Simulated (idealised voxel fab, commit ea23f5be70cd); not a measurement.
This is a process module. Its name is voxel capacitor over wiring.
Cross-section cut spans 190 nm and uses square cells 5 nm in size.
The cross-sections in this document take the form of a grid made of square cells. They are written out as bands, in order from top to bottom. Each band consists of one or more rows of cells.
The band entry comprises the height of the band's top followed by the height of its bottom, expressed in nm, and subsequently the band's materials from left to right, each stated together with its width in nm. Where a single material is marked with the word "everywhere", that material fills the band from edge to edge. The word "empty" represents empty space.
A quick word on heights: they are counted from 0, and under that level the wafer as it came to us is one material throughout. The lowest band is different from the rest in having no bottom; it simply continues downward, written as in "0 -> down".
Width "30 to 40": first value at the band's top row of cells, second value at its bottom row, equal change from row to row.
"no alteration" -> step changed no cross-section cell.
Closed empty spaces (no open way to the top) of 8 cells or more are what "Sealed internal cavities" lists, each as width x height at distance from the left edge, nm for all three.
Step line, after settings: the simulator's comment on this step.
overlay nm: mask offset rightward from planned place, masked step; negative means leftward offset.
Guide to the pairs. Each holds a before and an after cross-section around one process step; the after cross-section is cut off at the lowest band that changed. Look under the pair for the step between them and its settings. Pairs can come from different runs of this module on the same starting wafer, so a pair follows on from the one above it only where its entry headed "Prior to step" says it does.

Prior to step:
> 0 -> down  Si everywhere
> Sealed internal cavities: none

State After Step:
> 10 -> 0  SiO2 everywhere
> Under the height 0 nothing was changed.
> Sealed internal cavities: none
Before/after cross-sections above; step in between: CONFORMAL_DEP with material SiO2, thk nm 10

Prior to step: check the pair just above; its after cross-section is our before state.

State After Step:
> 15 -> 10  SiN everywhere
> Under the height 10 nothing was changed.
> Sealed internal cavities: none
Before/after cross-sections above; step in between: CONFORMAL_DEP with material SiN, thk nm 5

Prior to step: check the pair just above; its after cross-section is our before state.

State After Step:
> 30 -> 15  SiO2 everywhere
> Under the height 15 nothing was changed.
> Sealed internal cavities: none
Before/after cross-sections above; step in between: DIRECTIONAL_DEP with material SiO2, thk nm 15

Prior to step: check the pair just above; its after cross-section is our before state.

State After Step:
> 30 -> 15  40 nm SiO2; 30 nm empty; 50 nm SiO2; 30 nm empty; 40 nm SiO2
> Under the height 15 nothing was changed.
> Sealed internal cavities: none
Before/after cross-sections above; step in between: MASKED_ETCH with tone open, mask id METAL_1, width nm 30, pitch nm 80, etch materials SiO2, depth nm 15, overlay nm 0

Prior to step: check the pair just above; its after cross-section is our before state.

State After Step:
> 30 -> 15  40 nm SiO2; 30 nm empty; 50 nm SiO2; 30 nm empty; 40 nm SiO2
> 15 -> 10  40 nm SiN; 30 nm empty; 50 nm SiN; 30 nm empty; 40 nm SiN
> Under the height 10 nothing was changed.
> Sealed internal cavities: none
Before/after cross-sections above; step in between: MASKED_ETCH with tone open, mask id METAL_1, width nm 30, pitch nm 80, etch materials SiN, depth nm 5, overlay nm 0

Prior to step: check the pair just above; its after cross-section is our before state.

State After Step:
> 35 -> 30  45 nm TiN; 20 nm empty; 60 nm TiN; 20 nm empty; 45 nm TiN
> 30 -> 15  40 nm SiO2; 5 nm TiN; 20 nm empty; 5 nm TiN; 50 nm SiO2; 5 nm TiN; 20 nm empty; 5 nm TiN; 40 nm SiO2
> 15 -> 10  40 nm SiN; 30 nm TiN; 50 nm SiN; 30 nm TiN; 40 nm SiN
> Under the height 10 nothing was changed.
> Sealed internal cavities: none
Before/after cross-sections above; step in between: CONFORMAL_DEP with material TiN, thk nm 5

Prior to step: check the pair just above; its after cross-section is our before state.

State After Step:
> 45 -> 35  Ru everywhere
> 35 -> 30  45 nm TiN; 20 nm Ru; 60 nm TiN; 20 nm Ru; 45 nm TiN
> 30 -> 15  40 nm SiO2; 5 nm TiN; 20 nm Ru; 5 nm TiN; 50 nm SiO2; 5 nm TiN; 20 nm Ru; 5 nm TiN; 40 nm SiO2
> Under the height 15 nothing was changed.
> Sealed internal cavities: none
Before/after cross-sections above; step in between: FILL_DEP with material Ru, thk nm 10

Prior to step: check the pair just above; its after cross-section is our before state.

State After Step:
> 30 -> 15  40 nm SiO2; 5 nm TiN; 20 nm Ru; 5 nm TiN; 50 nm SiO2; 5 nm TiN; 20 nm Ru; 5 nm TiN; 40 nm SiO2
> Under the height 15 nothing was changed.
> Sealed internal cavities: none
Before/after cross-sections above; step in between: CMP with height nm 30

Prior to step: check the pair just above; its after cross-section is our before state.

State After Step:
> 35 -> 30  35 nm empty; 40 nm Ru; 40 nm empty; 40 nm Ru; 35 nm empty
> Under the height 30 nothing was changed.
> Sealed internal cavities: none
Before/after cross-sections above; step in between: EPI with material Ru, thk nm 5

Prior to step: check the pair just above; its after cross-section is our before state.

State After Step:
> 40 -> 35  SiCN everywhere
> 35 -> 30  35 nm SiCN; 40 nm Ru; 40 nm SiCN; 40 nm Ru; 35 nm SiCN
> Under the height 30 nothing was changed.
> Sealed internal cavities: none
Before/after cross-sections above; step in between: FILL_DEP with material SiCN, thk nm 5

Prior to step: check the pair just above; its after cross-section is our before state.

State After Step:
> 50 -> 40  SiO2 everywhere
> Under the height 40 nothing was changed.
> Sealed internal cavities: none
Before/after cross-sections above; step in between: DIRECTIONAL_DEP with material SiO2, thk nm 10

Prior to step: check the pair just above; its after cross-section is our before state.

State After Step:
> 65 -> 50  55 nm resist; 15 nm empty; 120 nm resist
> Under the height 50 nothing was changed.
> Sealed internal cavities: none
Before/after cross-sections above; step in between: PATTERN with tone open, mask id PLUG_1, material resist, width nm 15, thk nm 15, overlay nm 0

Prior to step: check the pair just above; its after cross-section is our before state.

State After Step:
> 65 -> 50  55 nm resist; 15 nm empty; 120 nm resist
> 50 -> 40  55 nm SiO2; 15 nm empty; 120 nm SiO2
> Under the height 40 nothing was changed.
> Sealed internal cavities: none
Before/after cross-sections above; step in between: DIRECTIONAL_ETCH with etch materials SiO2, depth nm 10

Prior to step: check the pair just above; its after cross-section is our before state.

State After Step:
> 65 -> 50  55 nm resist; 15 nm empty; 120 nm resist
> 50 -> 40  55 nm SiO2; 15 nm empty; 120 nm SiO2
> 40 -> 35  55 nm SiCN; 15 nm empty; 120 nm SiCN
> Under the height 35 nothing was changed.
> Sealed internal cavities: none
Before/after cross-sections above; step in between: DIRECTIONAL_ETCH with etch materials SiCN, depth nm 5

Prior to step: check the pair just above; its after cross-section is our before state.

State After Step:
> 50 -> 40  55 nm SiO2; 15 nm empty; 120 nm SiO2
> Under the height 40 nothing was changed.
> Sealed internal cavities: none
Before/after cross-sections above; step in between: STRIP with etch materials resist

Prior to step: check the pair just above; its after cross-section is our before state.

State After Step:
> 55 -> 50  60 nm TiN; 5 nm empty; 125 nm TiN
> 50 -> 40  55 nm SiO2; 5 nm TiN; 5 nm empty; 5 nm TiN; 120 nm SiO2
> 40 -> 35  55 nm SiCN; 15 nm TiN; 120 nm SiCN
> Under the height 35 nothing was changed.
> Sealed internal cavities: none
Before/after cross-sections above; step in between: CONFORMAL_DEP with material TiN, thk nm 5

Prior to step: check the pair just above; its after cross-section is our before state.

State After Step:
> 65 -> 55  Cu everywhere
> 55 -> 50  60 nm TiN; 5 nm Cu; 125 nm TiN
> 50 -> 40  55 nm SiO2; 5 nm TiN; 5 nm Cu; 5 nm TiN; 120 nm SiO2
> Under the height 40 nothing was changed.
> Sealed internal cavities: none
Before/after cross-sections above; step in between: FILL_DEP with material Cu, thk nm 10

Prior to step: check the pair just above; its after cross-section is our before state.

State After Step:
> 50 -> 40  55 nm SiO2; 5 nm TiN; 5 nm Cu; 5 nm TiN; 120 nm SiO2
> Under the height 40 nothing was changed.
> Sealed internal cavities: none
Before/after cross-sections above; step in between: CMP with height nm 50

Prior to step: check the pair just above; its after cross-section is our before state.

State After Step:
> 55 -> 50  TiN everywhere
> Under the height 50 nothing was changed.
> Sealed internal cavities: none
Before/after cross-sections above; step in between: DIRECTIONAL_DEP with material TiN, thk nm 5

Prior to step: check the pair just above; its after cross-section is our before state.

State After Step:
> 60 -> 55  HfO2 everywhere
> Under the height 55 nothing was changed.
> Sealed internal cavities: none
Before/after cross-sections above; step in between: DIRECTIONAL_DEP with material HfO2, thk nm 5

Prior to step: check the pair just above; its after cross-section is our before state.

State After Step:
> 65 -> 60  TiN everywhere
> Under the height 60 nothing was changed.
> Sealed internal cavities: none
Before/after cross-sections above; step in between: DIRECTIONAL_DEP with material TiN, thk nm 5

Prior to step: check the pair just above; its after cross-section is our before state.

State After Step:
> 75 -> 65  aC everywhere
> Under the height 65 nothing was changed.
> Sealed internal cavities: none
Before/after cross-sections above; step in between: DIRECTIONAL_DEP with material aC, thk nm 10

Prior to step: check the pair just above; its after cross-section is our before state.

State After Step:
> 100 -> 75  55 nm empty; 55 nm resist; 80 nm empty
> Under the height 75 nothing was changed.
> Sealed internal cavities: none
Before/after cross-sections above; step in between: PATTERN with tone cover, mask id UPPER_PLATE, material resist, width nm 55, thk nm 25, overlay nm 0

Prior to step: check the pair just above; its after cross-section is our before state.

State After Step:
> 90 -> 75  55 nm empty; 55 nm resist; 80 nm empty
> 75 -> 65  55 nm empty; 55 nm aC; 80 nm empty
> Under the height 65 nothing was changed.
> Sealed internal cavities: none
Before/after cross-sections above; step in between: DIRECTIONAL_ETCH with etch materials aC, depth nm 10

Prior to step: check the pair just above; its after cross-section is our before state.

State After Step:
> 75 -> 65  55 nm empty; 55 nm aC; 80 nm empty
> Under the height 65 nothing was changed.
> Sealed internal cavities: none
Before/after cross-sections above; step in between: STRIP with etch materials resist

Prior to step: check the pair just above; its after cross-section is our before state.

State After Step:
> 75 -> 65  55 nm empty; 55 nm aC; 80 nm empty
> 65 -> 60  55 nm empty; 55 nm TiN; 80 nm empty
> Under the height 60 nothing was changed.
> Sealed internal cavities: none
Before/after cross-sections above; step in between: DIRECTIONAL_ETCH with etch materials TiN, depth nm 5

Prior to step: check the pair just above; its after cross-section is our before state.

State After Step:
> 75 -> 65  55 nm empty; 55 nm aC; 80 nm empty
> 65 -> 60  55 nm empty; 55 nm TiN; 80 nm empty
> 60 -> 55  55 nm empty; 55 nm HfO2; 80 nm empty
> Under the height 55 nothing was changed.
> Sealed internal cavities: none
Before/after cross-sections above; step in between: DIRECTIONAL_ETCH with etch materials HfO2, depth nm 5

Prior to step: check the pair just above; its after cross-section is our before state.

State After Step:
> 65 -> 60  55 nm empty; 55 nm TiN; 80 nm empty
> Under the height 60 nothing was changed.
> Sealed internal cavities: none
Before/after cross-sections above; step in between: STRIP with etch materials aC

Prior to step: check the pair just above; its after cross-section is our before state.

State After Step:
> 80 -> 65  50 nm empty; 65 nm resist; 75 nm empty
> 65 -> 60  50 nm empty; 5 nm resist; 55 nm TiN; 5 nm resist; 75 nm empty
> 60 -> 55  50 nm empty; 5 nm resist; 55 nm HfO2; 5 nm resist; 75 nm empty
> Under the height 55 nothing was changed.
> Sealed internal cavities: none
Before/after cross-sections above; step in between: PATTERN with tone cover, mask id LOWER_PLATE, material resist, width nm 65, thk nm 15, overlay nm 0

Prior to step: check the pair just above; its after cross-section is our before state.

State After Step:
> 80 -> 65  50 nm empty; 65 nm resist; 75 nm empty
> 65 -> 60  50 nm empty; 5 nm resist; 55 nm TiN; 5 nm resist; 75 nm empty
> 60 -> 55  50 nm empty; 5 nm resist; 55 nm HfO2; 5 nm resist; 75 nm empty
> 55 -> 50  50 nm empty; 65 nm TiN; 75 nm empty
> Under the height 50 nothing was changed.
> Sealed internal cavities: none
Before/after cross-sections above; step in between: DIRECTIONAL_ETCH with etch materials TiN, depth nm 5

Prior to step: check the pair just above; its after cross-section is our before state.

State After Step:
> 65 -> 60  55 nm empty; 55 nm TiN; 80 nm empty
> 60 -> 55  55 nm empty; 55 nm HfO2; 80 nm empty
> Under the height 55 nothing was changed.
> Sealed internal cavities: none
Before/after cross-sections above; step in between: STRIP with etch materials resist

Prior to step: check the pair just above; its after cross-section is our before state.

State After Step:
> 85 -> 65  SiO2 everywhere
> 65 -> 60  55 nm SiO2; 55 nm TiN; 80 nm SiO2
> 60 -> 55  55 nm SiO2; 55 nm HfO2; 80 nm SiO2
> 55 -> 50  50 nm SiO2; 65 nm TiN; 75 nm SiO2
> Under the height 50 nothing was changed.
> Sealed internal cavities: none
Before/after cross-sections above; step in between: FILL_DEP with material SiO2, thk nm 20

Prior to step: check the pair just above; its after cross-section is our before state.

State After Step:
> 80 -> 65  SiO2 everywhere
> Under the height 65 nothing was changed.
> Sealed internal cavities: none
Before/after cross-sections above; step in between: CMP with height nm 80

Prior to step: check the pair just above; its after cross-section is our before state.

State After Step:
> 80 -> 65  65 nm SiO2; 15 nm empty; 110 nm SiO2
> Under the height 65 nothing was changed.
> Sealed internal cavities: none
Before/after cross-sections above; step in between: MASKED_ETCH with tone open, mask id PLUG_2, width nm 15, etch materials SiO2, depth nm 15, overlay nm 0

Prior to step: check the pair just above; its after cross-section is our before state.

State After Step:
> 85 -> 80  70 nm TiN; 5 nm empty; 115 nm TiN
> 80 -> 70  65 nm SiO2; 5 nm TiN; 5 nm empty; 5 nm TiN; 110 nm SiO2
> 70 -> 60  65 to 55 nm SiO2; 15 to 55 nm TiN; 110 to 80 nm SiO2
> Under the height 60 nothing was changed.
> Sealed internal cavities: none
Before/after cross-sections above; step in between: CONFORMAL_DEP with material TiN, thk nm 5

Prior to step: check the pair just above; its after cross-section is our before state.

State After Step:
> 90 -> 85  W everywhere
> 85 -> 80  70 nm TiN; 5 nm W; 115 nm TiN
> 80 -> 70  65 nm SiO2; 5 nm TiN; 5 nm W; 5 nm TiN; 110 nm SiO2
> Under the height 70 nothing was changed.
> Sealed internal cavities: none
Before/after cross-sections above; step in between: FILL_DEP with material W, thk nm 5

Prior to step: check the pair just above; its after cross-section is our before state.

State After Step:
> 80 -> 70  65 nm SiO2; 5 nm TiN; 5 nm W; 5 nm TiN; 110 nm SiO2
> Under the height 70 nothing was changed.
> Sealed internal cavities: none
Before/after cross-sections above; step in between: CMP with height nm 80

Prior to step: check the pair just above; its after cross-section is our before state.

State After Step:
> 85 -> 80  SiN everywhere
> Under the height 80 nothing was changed.
> Sealed internal cavities: none
Before/after cross-sections above; step in between: CONFORMAL_DEP with material SiN, thk nm 5

Prior to step:
> 45 -> 35  Ru everywhere
> 35 -> 30  45 nm TiN; 20 nm Ru; 60 nm TiN; 20 nm Ru; 45 nm TiN
> 30 -> 15  40 nm SiO2; 5 nm TiN; 20 nm Ru; 5 nm TiN; 50 nm SiO2; 5 nm TiN; 20 nm Ru; 5 nm TiN; 40 nm SiO2
> 15 -> 10  40 nm SiN; 30 nm TiN; 50 nm SiN; 30 nm TiN; 40 nm SiN
> 10 -> 0  SiO2 everywhere
> 0 -> down  Si everywhere
> Sealed internal cavities: none

State After Step:
> 50 -> 35  Ru everywhere
> Under the height 35 nothing was changed.
> Sealed internal cavities: none
Before/after cross-sections above; step in between: EPI with material Ru, thk nm 5

Prior to step: check the pair just above; its after cross-section is our before state.

State After Step:
> 55 -> 50  SiCN everywhere
> Under the height 50 nothing was changed.
> Sealed internal cavities: none
Before/after cross-sections above; step in between: FILL_DEP with material SiCN, thk nm 5

Prior to step: check the pair just above; its after cross-section is our before state.

State After Step:
> 65 -> 55  SiO2 everywhere
> Under the height 55 nothing was changed.
> Sealed internal cavities: none
Before/after cross-sections above; step in between: DIRECTIONAL_DEP with material SiO2, thk nm 10

Prior to step: check the pair just above; its after cross-section is our before state.

State After Step:
> 80 -> 65  55 nm resist; 15 nm empty; 120 nm resist
> Under the height 65 nothing was changed.
> Sealed internal cavities: none
Before/after cross-sections above; step in between: PATTERN with tone open, mask id PLUG_1, material resist, width nm 15, thk nm 15, overlay nm 0

Prior to step: check the pair just above; its after cross-section is our before state.

State After Step:
> 80 -> 65  55 nm resist; 15 nm empty; 120 nm resist
> 65 -> 55  55 nm SiO2; 15 nm empty; 120 nm SiO2
> Under the height 55 nothing was changed.
> Sealed internal cavities: none
Before/after cross-sections above; step in between: DIRECTIONAL_ETCH with etch materials SiO2, depth nm 10

Prior to step: check the pair just above; its after cross-section is our before state.

State After Step:
> 80 -> 65  55 nm resist; 15 nm empty; 120 nm resist
> 65 -> 55  55 nm SiO2; 15 nm empty; 120 nm SiO2
> 55 -> 50  55 nm SiCN; 15 nm empty; 120 nm SiCN
> Under the height 50 nothing was changed.
> Sealed internal cavities: none
Before/after cross-sections above; step in between: DIRECTIONAL_ETCH with etch materials SiCN, depth nm 5

Prior to step: check the pair just above; its after cross-section is our before state.

State After Step:
> 65 -> 55  55 nm SiO2; 15 nm empty; 120 nm SiO2
> Under the height 55 nothing was changed.
> Sealed internal cavities: none
Before/after cross-sections above; step in between: STRIP with etch materials resist

Prior to step: check the pair just above; its after cross-section is our before state.

State After Step:
> 70 -> 65  60 nm TiN; 5 nm empty; 125 nm TiN
> 65 -> 55  55 nm SiO2; 5 nm TiN; 5 nm empty; 5 nm TiN; 120 nm SiO2
> 55 -> 50  55 nm SiCN; 15 nm TiN; 120 nm SiCN
> Under the height 50 nothing was changed.
> Sealed internal cavities: none
Before/after cross-sections above; step in between: CONFORMAL_DEP with material TiN, thk nm 5

Prior to step: check the pair just above; its after cross-section is our before state.

State After Step:
> 80 -> 70  Cu everywhere
> 70 -> 65  60 nm TiN; 5 nm Cu; 125 nm TiN
> 65 -> 55  55 nm SiO2; 5 nm TiN; 5 nm Cu; 5 nm TiN; 120 nm SiO2
> Under the height 55 nothing was changed.
> Sealed internal cavities: none
Before/after cross-sections above; step in between: FILL_DEP with material Cu, thk nm 10

Prior to step: check the pair just above; its after cross-section is our before state.

State After Step:
> 50 -> 35  Ru everywhere
> Under the height 35 nothing was changed.
> Sealed internal cavities: none
Before/after cross-sections above; step in between: CMP with height nm 50

Prior to step: check the pair just above; its after cross-section is our before state.

State After Step:
> 55 -> 50  TiN everywhere
> Under the height 50 nothing was changed.
> Sealed internal cavities: none
Before/after cross-sections above; step in between: DIRECTIONAL_DEP with material TiN, thk nm 5

Prior to step: check the pair just above; its after cross-section is our before state.

State After Step:
> 60 -> 55  HfO2 everywhere
> Under the height 55 nothing was changed.
> Sealed internal cavities: none
Before/after cross-sections above; step in between: DIRECTIONAL_DEP with material HfO2, thk nm 5

Prior to step: check the pair just above; its after cross-section is our before state.

State After Step:
> 65 -> 60  TiN everywhere
> Under the height 60 nothing was changed.
> Sealed internal cavities: none
Before/after cross-sections above; step in between: DIRECTIONAL_DEP with material TiN, thk nm 5

Prior to step: check the pair just above; its after cross-section is our before state.

State After Step:
> 75 -> 65  aC everywhere
> Under the height 65 nothing was changed.
> Sealed internal cavities: none
Before/after cross-sections above; step in between: DIRECTIONAL_DEP with material aC, thk nm 10

Prior to step: check the pair just above; its after cross-section is our before state.

State After Step:
> 100 -> 75  55 nm empty; 55 nm resist; 80 nm empty
> Under the height 75 nothing was changed.
> Sealed internal cavities: none
Before/after cross-sections above; step in between: PATTERN with tone cover, mask id UPPER_PLATE, material resist, width nm 55, thk nm 25, overlay nm 0

Prior to step: check the pair just above; its after cross-section is our before state.

State After Step:
> 90 -> 75  55 nm empty; 55 nm resist; 80 nm empty
> 75 -> 65  55 nm empty; 55 nm aC; 80 nm empty
> Under the height 65 nothing was changed.
> Sealed internal cavities: none
Before/after cross-sections above; step in between: DIRECTIONAL_ETCH with etch materials aC, depth nm 10

Prior to step: check the pair just above; its after cross-section is our before state.

State After Step:
> 75 -> 65  55 nm empty; 55 nm aC; 80 nm empty
> Under the height 65 nothing was changed.
> Sealed internal cavities: none
Before/after cross-sections above; step in between: STRIP with etch materials resist

Prior to step: check the pair just above; its after cross-section is our before state.

State After Step:
> 75 -> 65  55 nm empty; 55 nm aC; 80 nm empty
> 65 -> 60  55 nm empty; 55 nm TiN; 80 nm empty
> Under the height 60 nothing was changed.
> Sealed internal cavities: none
Before/after cross-sections above; step in between: DIRECTIONAL_ETCH with etch materials TiN, depth nm 5

Prior to step: check the pair just above; its after cross-section is our before state.

State After Step:
> 75 -> 65  55 nm empty; 55 nm aC; 80 nm empty
> 65 -> 60  55 nm empty; 55 nm TiN; 80 nm empty
> 60 -> 55  55 nm empty; 55 nm HfO2; 80 nm empty
> Under the height 55 nothing was changed.
> Sealed internal cavities: none
Before/after cross-sections above; step in between: DIRECTIONAL_ETCH with etch materials HfO2, depth nm 5

Prior to step: check the pair just above; its after cross-section is our before state.

State After Step:
> 65 -> 60  55 nm empty; 55 nm TiN; 80 nm empty
> Under the height 60 nothing was changed.
> Sealed internal cavities: none
Before/after cross-sections above; step in between: STRIP with etch materials aC

Prior to step: check the pair just above; its after cross-section is our before state.

State After Step:
> 80 -> 65  50 nm empty; 65 nm resist; 75 nm empty
> 65 -> 60  50 nm empty; 5 nm resist; 55 nm TiN; 5 nm resist; 75 nm empty
> 60 -> 55  50 nm empty; 5 nm resist; 55 nm HfO2; 5 nm resist; 75 nm empty
> Under the height 55 nothing was changed.
> Sealed internal cavities: none
Before/after cross-sections above; step in between: PATTERN with tone cover, mask id LOWER_PLATE, material resist, width nm 65, thk nm 15, overlay nm 0

Prior to step: check the pair just above; its after cross-section is our before state.

State After Step:
> 80 -> 65  50 nm empty; 65 nm resist; 75 nm empty
> 65 -> 60  50 nm empty; 5 nm resist; 55 nm TiN; 5 nm resist; 75 nm empty
> 60 -> 55  50 nm empty; 5 nm resist; 55 nm HfO2; 5 nm resist; 75 nm empty
> 55 -> 50  50 nm empty; 65 nm TiN; 75 nm empty
> Under the height 50 nothing was changed.
> Sealed internal cavities: none
Before/after cross-sections above; step in between: DIRECTIONAL_ETCH with etch materials TiN, depth nm 5

Prior to step: check the pair just above; its after cross-section is our before state.

State After Step:
> 65 -> 60  55 nm empty; 55 nm TiN; 80 nm empty
> 60 -> 55  55 nm empty; 55 nm HfO2; 80 nm empty
> Under the height 55 nothing was changed.
> Sealed internal cavities: none
Before/after cross-sections above; step in between: STRIP with etch materials resist

Prior to step: check the pair just above; its after cross-section is our before state.

State After Step:
> 85 -> 65  SiO2 everywhere
> 65 -> 60  55 nm SiO2; 55 nm TiN; 80 nm SiO2
> 60 -> 55  55 nm SiO2; 55 nm HfO2; 80 nm SiO2
> 55 -> 50  50 nm SiO2; 65 nm TiN; 75 nm SiO2
> Under the height 50 nothing was changed.
> Sealed internal cavities: none
Before/after cross-sections above; step in between: FILL_DEP with material SiO2, thk nm 20

Prior to step: check the pair just above; its after cross-section is our before state.

State After Step:
> 80 -> 65  SiO2 everywhere
> Under the height 65 nothing was changed.
> Sealed internal cavities: none
Before/after cross-sections above; step in between: CMP with height nm 80

Prior to step: check the pair just above; its after cross-section is our before state.

State After Step:
> 80 -> 65  65 nm SiO2; 15 nm empty; 110 nm SiO2
> Under the height 65 nothing was changed.
> Sealed internal cavities: none
Before/after cross-sections above; step in between: MASKED_ETCH with tone open, mask id PLUG_2, width nm 15, etch materials SiO2, depth nm 15, overlay nm 0

Prior to step: check the pair just above; its after cross-section is our before state.

State After Step:
> 85 -> 80  70 nm TiN; 5 nm empty; 115 nm TiN
> 80 -> 70  65 nm SiO2; 5 nm TiN; 5 nm empty; 5 nm TiN; 110 nm SiO2
> 70 -> 60  65 to 55 nm SiO2; 15 to 55 nm TiN; 110 to 80 nm SiO2
> Under the height 60 nothing was changed.
> Sealed internal cavities: none
Before/after cross-sections above; step in between: CONFORMAL_DEP with material TiN, thk nm 5

Prior to step: check the pair just above; its after cross-section is our before state.

State After Step:
> 90 -> 85  W everywhere
> 85 -> 80  70 nm TiN; 5 nm W; 115 nm TiN
> 80 -> 70  65 nm SiO2; 5 nm TiN; 5 nm W; 5 nm TiN; 110 nm SiO2
> Under the height 70 nothing was changed.
> Sealed internal cavities: none
Before/after cross-sections above; step in between: FILL_DEP with material W, thk nm 5

Prior to step: check the pair just above; its after cross-section is our before state.

State After Step:
> 80 -> 70  65 nm SiO2; 5 nm TiN; 5 nm W; 5 nm TiN; 110 nm SiO2
> Under the height 70 nothing was changed.
> Sealed internal cavities: none
Before/after cross-sections above; step in between: CMP with height nm 80

Prior to step: check the pair just above; its after cross-section is our before state.

State After Step:
> 85 -> 80  SiN everywhere
> Under the height 80 nothing was changed.
> Sealed internal cavities: none
Before/after cross-sections above; step in between: CONFORMAL_DEP with material SiN, thk nm 5

Prior to step:
> 35 -> 30  35 nm empty; 40 nm Ru; 40 nm empty; 40 nm Ru; 35 nm empty
> 30 -> 15  40 nm SiO2; 5 nm TiN; 20 nm Ru; 5 nm TiN; 50 nm SiO2; 5 nm TiN; 20 nm Ru; 5 nm TiN; 40 nm SiO2
> 15 -> 10  40 nm SiN; 30 nm TiN; 50 nm SiN; 30 nm TiN; 40 nm SiN
> 10 -> 0  SiO2 everywhere
> 0 -> down  Si everywhere
> Sealed internal cavities: none

State After Step:
> 45 -> 40  35 nm empty; 40 nm SiO2; 40 nm empty; 40 nm SiO2; 35 nm empty
> 40 -> 35  SiO2 everywhere
> 35 -> 30  35 nm SiO2; 40 nm Ru; 40 nm SiO2; 40 nm Ru; 35 nm SiO2
> Under the height 30 nothing was changed.
> Sealed internal cavities: none
Before/after cross-sections above; step in between: DIRECTIONAL_DEP with material SiO2, thk nm 10

Prior to step: check the pair just above; its after cross-section is our before state.

State After Step:
> 50 -> 45  SiCN everywhere
> 45 -> 40  35 nm SiCN; 40 nm SiO2; 40 nm SiCN; 40 nm SiO2; 35 nm SiCN
> Under the height 40 nothing was changed.
> Sealed internal cavities: none
Before/after cross-sections above; step in between: FILL_DEP with material SiCN, thk nm 5

Prior to step: check the pair just above; its after cross-section is our before state.

State After Step:
> 65 -> 50  55 nm resist; 15 nm empty; 120 nm resist
> Under the height 50 nothing was changed.
> Sealed internal cavities: none
Before/after cross-sections above; step in between: PATTERN with tone open, mask id PLUG_1, material resist, width nm 15, thk nm 15, overlay nm 0

Prior to step: check the pair just above; its after cross-section is our before state.

State After Step:
> 65 -> 50  55 nm resist; 15 nm empty; 120 nm resist
> 50 -> 45  55 nm SiCN; 15 nm empty; 120 nm SiCN
> Under the height 45 nothing was changed.
> Sealed internal cavities: none
Before/after cross-sections above; step in between: DIRECTIONAL_ETCH with etch materials SiCN, depth nm 5

Prior to step: check the pair just above; its after cross-section is our before state.

State After Step:
> 50 -> 45  55 nm SiCN; 15 nm empty; 120 nm SiCN
> Under the height 45 nothing was changed.
> Sealed internal cavities: none
Before/after cross-sections above; step in between: STRIP with etch materials resist

Prior to step: check the pair just above; its after cross-section is our before state.

State After Step:
> 55 -> 50  60 nm TiN; 5 nm empty; 125 nm TiN
> 50 -> 45  55 nm SiCN; 15 nm TiN; 120 nm SiCN
> Under the height 45 nothing was changed.
> Sealed internal cavities: none
Before/after cross-sections above; step in between: CONFORMAL_DEP with material TiN, thk nm 5

Prior to step: check the pair just above; its after cross-section is our before state.

State After Step:
> 65 -> 55  Cu everywhere
> 55 -> 50  60 nm TiN; 5 nm Cu; 125 nm TiN
> Under the height 50 nothing was changed.
> Sealed internal cavities: none
Before/after cross-sections above; step in between: FILL_DEP with material Cu, thk nm 10

Prior to step: check the pair just above; its after cross-section is our before state.

State After Step:
> 50 -> 45  55 nm SiCN; 15 nm TiN; 120 nm SiCN
> Under the height 45 nothing was changed.
> Sealed internal cavities: none
Before/after cross-sections above; step in between: CMP with height nm 50

Prior to step: check the pair just above; its after cross-section is our before state.

State After Step:
> 55 -> 50  TiN everywhere
> Under the height 50 nothing was changed.
> Sealed internal cavities: none
Before/after cross-sections above; step in between: DIRECTIONAL_DEP with material TiN, thk nm 5

Prior to step: check the pair just above; its after cross-section is our before state.

State After Step:
> 60 -> 55  HfO2 everywhere
> Under the height 55 nothing was changed.
> Sealed internal cavities: none
Before/after cross-sections above; step in between: DIRECTIONAL_DEP with material HfO2, thk nm 5

Prior to step: check the pair just above; its after cross-section is our before state.

State After Step:
> 65 -> 60  TiN everywhere
> Under the height 60 nothing was changed.
> Sealed internal cavities: none
Before/after cross-sections above; step in between: DIRECTIONAL_DEP with material TiN, thk nm 5

Prior to step: check the pair just above; its after cross-section is our before state.

State After Step:
> 75 -> 65  aC everywhere
> Under the height 65 nothing was changed.
> Sealed internal cavities: none
Before/after cross-sections above; step in between: DIRECTIONAL_DEP with material aC, thk nm 10

Prior to step: check the pair just above; its after cross-section is our before state.

State After Step:
> 100 -> 75  55 nm empty; 55 nm resist; 80 nm empty
> Under the height 75 nothing was changed.
> Sealed internal cavities: none
Before/after cross-sections above; step in between: PATTERN with tone cover, mask id UPPER_PLATE, material resist, width nm 55, thk nm 25, overlay nm 0

Prior to step: check the pair just above; its after cross-section is our before state.

State After Step:
> 90 -> 75  55 nm empty; 55 nm resist; 80 nm empty
> 75 -> 65  55 nm empty; 55 nm aC; 80 nm empty
> Under the height 65 nothing was changed.
> Sealed internal cavities: none
Before/after cross-sections above; step in between: DIRECTIONAL_ETCH with etch materials aC, depth nm 10

Prior to step: check the pair just above; its after cross-section is our before state.

State After Step:
> 75 -> 65  55 nm empty; 55 nm aC; 80 nm empty
> Under the height 65 nothing was changed.
> Sealed internal cavities: none
Before/after cross-sections above; step in between: STRIP with etch materials resist

Prior to step: check the pair just above; its after cross-section is our before state.

State After Step:
> 75 -> 65  55 nm empty; 55 nm aC; 80 nm empty
> 65 -> 60  55 nm empty; 55 nm TiN; 80 nm empty
> Under the height 60 nothing was changed.
> Sealed internal cavities: none
Before/after cross-sections above; step in between: DIRECTIONAL_ETCH with etch materials TiN, depth nm 5

Prior to step: check the pair just above; its after cross-section is our before state.

State After Step:
> 75 -> 65  55 nm empty; 55 nm aC; 80 nm empty
> 65 -> 60  55 nm empty; 55 nm TiN; 80 nm empty
> 60 -> 55  55 nm empty; 55 nm HfO2; 80 nm empty
> Under the height 55 nothing was changed.
> Sealed internal cavities: none
Before/after cross-sections above; step in between: DIRECTIONAL_ETCH with etch materials HfO2, depth nm 5

Prior to step: check the pair just above; its after cross-section is our before state.

State After Step:
> 65 -> 60  55 nm empty; 55 nm TiN; 80 nm empty
> Under the height 60 nothing was changed.
> Sealed internal cavities: none
Before/after cross-sections above; step in between: STRIP with etch materials aC
